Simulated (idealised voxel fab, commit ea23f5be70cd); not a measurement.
Proc. module: voxel double patterning
Square cells of 5 nm make up the cross-section cut, whose width is 245 nm.
Cross-sections here: square-cell grids, written as top-down lists of bands, a band being one or more rows of cells. Per band: top height and bottom height in nm, followed by the left-to-right materials and their widths in nm; "edge to edge" marks a single material spanning edge to edge, "air" marks empty space. All heights in this document are referenced to 0, defined as the level beneath which the wafer, as received, consists entirely of one material. The lowest band is not bounded below; it extends indefinitely downward and is written in the form "from 0 down". Per-row width for "30->40": begins at first number (top row of band), ends at second number (bottom row), increment between rows held constant. It should be understood that the words "changes: none", when stated for a given step, signify that the cross-section underwent no change in any of its cells during that step. Reported under the label "Closed void catalog" are the empty spaces having no open way to the top and comprising 8 cells or more; the notation for each is width x height at distance, in which the distance is measured from the left edge and all three values are in nm. Whatever follows a step's settings on its line is a remark the simulator itself makes about that step. overlay nm: right-of-plan distance of the mask on a masked step; negative values mean left-of-plan.

[Steps in the process plan]
step 1: RECEIVE [material Si]
step 2: CONFORMAL_DEP [material SiO2] [thk nm 10]
step 3: DIRECTIONAL_DEP [material W] [thk nm 15]
step 4: DIRECTIONAL_DEP [material SiN] [thk nm 5]
step 5: PATTERN [tone open] [mask id FIRST] [material resist] [width nm 15] [pitch nm 50] [thk nm 20] [overlay nm 0]
step 6: DIRECTIONAL_ETCH [etch materials SiN] [depth nm 5]
step 7: STRIP [etch materials resist]
step 8: MASKED_ETCH [tone open] [mask id SECOND] [width nm 15] [etch materials SiN] [depth nm 5] [overlay nm 0]
step 9: DIRECTIONAL_ETCH [etch materials W] [depth nm 15]
step 10: STRIP [etch materials SiN]

[Wafer as received: cross-section following step 1]
    from 0 down = Si edge to edge
    Closed void catalog: none

[The first of two wafers, cross-sectioned at the end of the module, with the run proceeding as planned]
    from 25 to 10 = W 90, air 15, W 10, air 15, W 10, air 15, W 90
    from 10 to 0 = SiO2 edge to edge
    from 0 down = Si edge to edge
    Closed void catalog: none

[Cross-sectional view of the second of two wafers upon completion of the module. This wafer shared its starting condition and process plan with the first; one error was made during its execution]
    from 25 to 15 = SiO2 edge to edge
    from 15 to 0 = W edge to edge
    from 0 down = Si edge to edge
    Closed void catalog: none
Deviation noted in wafer processing: steps 2 and 3 were swapped
Materials where the second wafer ends with more or fewer cells than the first: W: 27 more
